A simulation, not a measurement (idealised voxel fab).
The process module that follows is named voxel gate over fins.
Section shown: cut. Width: 240 nm. Cell size: 5 nm, square.
Cross-section layout: square cells on a grid; listed as bands, top to bottom; a band spans one or more cell rows.
Top height, bottom height, nm. Materials left to right, width each, nm. Single material + "edge to edge" = fills band edge to edge. "air" = empty.
Where do heights start? At 0: under that level the wafer as delivered is made of one material only. And the lowest band has no floor; it just carries on downward, as in "0 down".
The notation "30 to 40" denotes a width that varies across the rows of cells in the band, beginning at the first number in the top row, finishing at the second number in the bottom row, and changing by an identical amount from each row to the next.
For the purposes of this document, the phrase "everything unchanged" attached to a step denotes that no cell within the cross-section was modified by that step.
Heads up: "Enclosed empty spaces" only lists the empty pockets with no open path to the top that are 8 cells or more, and it writes them as width x height at distance, distance from the left edge, in nm.
Anything after a step's settings on that line? It's the simulator's own note about the step.
A step line may carry the setting "overlay nm", which, for steps involving a mask, states the distance by which the mask lay to the right of its intended position; negative values denote displacement to the left.
[This section lists the process steps that were planned]
1: RECEIVE [material Si]
2: CONFORMAL_DEP [material SiN] [thk nm 10]
3: PATTERN [tone cover] [mask id FINS] [material resist] [width nm 15] [pitch nm 35] [thk nm 15] [overlay nm 0]
4: DIRECTIONAL_ETCH [etch materials SiN] [depth nm 10]
5: DIRECTIONAL_ETCH [etch materials Si] [depth nm 40]
6: STRIP [etch materials resist]
7: FILL_DEP [material SiO2] [thk nm 10]
8: CMP [height nm 10]
9: SELECTIVE_ETCH [etch materials SiO2] [depth nm 20]
10: STRIP [etch materials SiN]
11: CONFORMAL_DEP [material HfO2] [thk nm 5]
12: CONFORMAL_DEP [material TiN] [thk nm 5]
13: CONFORMAL_DEP [material TiAl] [thk nm 5]
14: CONFORMAL_DEP [material TiN] [thk nm 5]
15: FILL_DEP [material W] [thk nm 10]
16: CMP [height nm 25]
17: CONFORMAL_DEP [material SiCN] [thk nm 10]
[First of two wafers, processed according to plan]
[Wafer at receipt (post step 1), cross-section]
- 0 down = Si edge to edge
- Enclosed empty spaces: none
[Step 2 done - wafer cross-section]
- 10 to 0 = SiN edge to edge
- For the remainder of the cross-section, below 0, there is no change.
[Step 3 done - wafer cross-section]
- 25 to 10 = 75 air | 15 resist | 20 air | 15 resist | 20 air | 15 resist | 80 air
- For the remainder of the cross-section, below 10, there is no change.
[Step 4 done - wafer cross-section]
- 25 to 10 = 75 air | 15 resist | 20 air | 15 resist | 20 air | 15 resist | 80 air
- 10 to 0 = 75 air | 15 SiN | 20 air | 15 SiN | 20 air | 15 SiN | 80 air
- For the remainder of the cross-section, below 0, there is no change.
[Step 5 done - wafer cross-section]
- 25 to 10 = 75 air | 15 resist | 20 air | 15 resist | 20 air | 15 resist | 80 air
- 10 to 0 = 75 air | 15 SiN | 20 air | 15 SiN | 20 air | 15 SiN | 80 air
- 0 to -40 = 75 air | 15 Si | 20 air | 15 Si | 20 air | 15 Si | 80 air
- For the remainder of the cross-section, below -40, there is no change.
[Step 6 done - wafer cross-section]
- 10 to 0 = 75 air | 15 SiN | 20 air | 15 SiN | 20 air | 15 SiN | 80 air
- For the remainder of the cross-section, below 0, there is no change.
[Step 7 done - wafer cross-section]
- 20 to 10 = SiO2 edge to edge
- 10 to 0 = 75 SiO2 | 15 SiN | 20 SiO2 | 15 SiN | 20 SiO2 | 15 SiN | 80 SiO2
- 0 to -40 = 75 SiO2 | 15 Si | 20 SiO2 | 15 Si | 20 SiO2 | 15 Si | 80 SiO2
- For the remainder of the cross-section, below -40, there is no change.
[Step 8 done - wafer cross-section]
- 10 to 0 = 75 SiO2 | 15 SiN | 20 SiO2 | 15 SiN | 20 SiO2 | 15 SiN | 80 SiO2
- For the remainder of the cross-section, below 0, there is no change.
[Step 9 done - wafer cross-section]
- 10 to 0 = 75 air | 15 SiN | 20 air | 15 SiN | 20 air | 15 SiN | 80 air
- 0 to -10 = 75 air | 15 Si | 20 air | 15 Si | 20 air | 15 Si | 80 air
- For the remainder of the cross-section, below -10, there is no change.
[Step 10 done - wafer cross-section]
- 0 to -10 = 75 air | 15 Si | 20 air | 15 Si | 20 air | 15 Si | 80 air
- For the remainder of the cross-section, below -10, there is no change.
[Step 11 done - wafer cross-section]
- 5 to 0 = 70 air | 25 HfO2 | 10 air | 25 HfO2 | 10 air | 25 HfO2 | 75 air
- 0 to -5 = 70 air | 5 HfO2 | 15 Si | 5 HfO2 | 10 air | 5 HfO2 | 15 Si | 5 HfO2 | 10 air | 5 HfO2 | 15 Si | 5 HfO2 | 75 air
- -5 to -10 = 75 HfO2 | 15 Si | 20 HfO2 | 15 Si | 20 HfO2 | 15 Si | 80 HfO2
- For the remainder of the cross-section, below -10, there is no change.
[Step 12 done - wafer cross-section]
- 10 to 5 = 65 air | 105 TiN | 70 air
- 5 to 0 = 65 air | 5 TiN | 25 HfO2 | 10 TiN | 25 HfO2 | 10 TiN | 25 HfO2 | 5 TiN | 70 air
- 0 to -5 = 70 TiN | 5 HfO2 | 15 Si | 5 HfO2 | 10 TiN | 5 HfO2 | 15 Si | 5 HfO2 | 10 TiN | 5 HfO2 | 15 Si | 5 HfO2 | 75 TiN
- For the remainder of the cross-section, below -5, there is no change.
[Step 13 done - wafer cross-section]
- 15 to 10 = 60 air | 115 TiAl | 65 air
- 10 to 5 = 60 air | 5 TiAl | 105 TiN | 5 TiAl | 65 air
- 5 to 0 = 65 TiAl | 5 TiN | 25 HfO2 | 10 TiN | 25 HfO2 | 10 TiN | 25 HfO2 | 5 TiN | 70 TiAl
- For the remainder of the cross-section, below 0, there is no change.
[Step 14 done - wafer cross-section]
- 20 to 15 = 55 air | 125 TiN | 60 air
- 15 to 10 = 55 air | 5 TiN | 115 TiAl | 5 TiN | 60 air
- 10 to 5 = 60 TiN | 5 TiAl | 105 TiN | 5 TiAl | 65 TiN
- For the remainder of the cross-section, below 5, there is no change.
[Step 15 done - wafer cross-section]
- 30 to 20 = W edge to edge
- 20 to 15 = 55 W | 125 TiN | 60 W
- 15 to 10 = 55 W | 5 TiN | 115 TiAl | 5 TiN | 60 W
- For the remainder of the cross-section, below 10, there is no change.
[Step 16 done - wafer cross-section]
- 25 to 20 = W edge to edge
- For the remainder of the cross-section, below 20, there is no change.
[Step 17 done - wafer cross-section]
- 35 to 25 = SiCN edge to edge
- For the remainder of the cross-section, below 25, there is no change.
[Second wafer: same start and same plan as the first, one execution error; identical to the first through step 10]
[Second wafer profile in section, at the moment step 11 of the plan was meant to be complete]
- 5 to 0 = 70 air | 25 TiN | 10 air | 25 TiN | 10 air | 25 TiN | 75 air
- 0 to -5 = 70 air | 5 TiN | 15 Si | 5 TiN | 10 air | 5 TiN | 15 Si | 5 TiN | 10 air | 5 TiN | 15 Si | 5 TiN | 75 air
- -5 to -10 = 75 TiN | 15 Si | 20 TiN | 15 Si | 20 TiN | 15 Si | 80 TiN
- For the remainder of the cross-section, below -10, there is no change.
[Second wafer profile in section, at the moment step 12 of the plan was meant to be complete]
- 10 to 5 = 65 air | 105 HfO2 | 70 air
- 5 to 0 = 65 air | 5 HfO2 | 25 TiN | 10 HfO2 | 25 TiN | 10 HfO2 | 25 TiN | 5 HfO2 | 70 air
- 0 to -5 = 70 HfO2 | 5 TiN | 15 Si | 5 TiN | 10 HfO2 | 5 TiN | 15 Si | 5 TiN | 10 HfO2 | 5 TiN | 15 Si | 5 TiN | 75 HfO2
- For the remainder of the cross-section, below -5, there is no change.
[Second wafer profile in section, at the moment step 13 of the plan was meant to be complete]
- 15 to 10 = 60 air | 115 TiAl | 65 air
- 10 to 5 = 60 air | 5 TiAl | 105 HfO2 | 5 TiAl | 65 air
- 5 to 0 = 65 TiAl | 5 HfO2 | 25 TiN | 10 HfO2 | 25 TiN | 10 HfO2 | 25 TiN | 5 HfO2 | 70 TiAl
- For the remainder of the cross-section, below 0, there is no change.
[Second wafer profile in section, at the moment step 14 of the plan was meant to be complete]
- 20 to 15 = 55 air | 125 TiN | 60 air
- 15 to 10 = 55 air | 5 TiN | 115 TiAl | 5 TiN | 60 air
- 10 to 5 = 60 TiN | 5 TiAl | 105 HfO2 | 5 TiAl | 65 TiN
- For the remainder of the cross-section, below 5, there is no change.
[Second wafer profile in section, at the moment step 15 of the plan was meant to be complete]
- 30 to 20 = W edge to edge
- 20 to 15 = 55 W | 125 TiN | 60 W
- 15 to 10 = 55 W | 5 TiN | 115 TiAl | 5 TiN | 60 W
- For the remainder of the cross-section, below 10, there is no change.
[Second wafer profile in section, at the moment step 16 of the plan was meant to be complete]
- 25 to 20 = W edge to edge
- For the remainder of the cross-section, below 20, there is no change.
[Second wafer profile in section, at the moment step 17 of the plan was meant to be complete]
- 35 to 25 = SiCN edge to edge
- For the remainder of the cross-section, below 25, there is no change.
Here's what went sideways: ran 11 and 12 in swapped order versus the plan
At the end, the second wafer has the same number of cells of each material as the first, but those cells sit in other places.
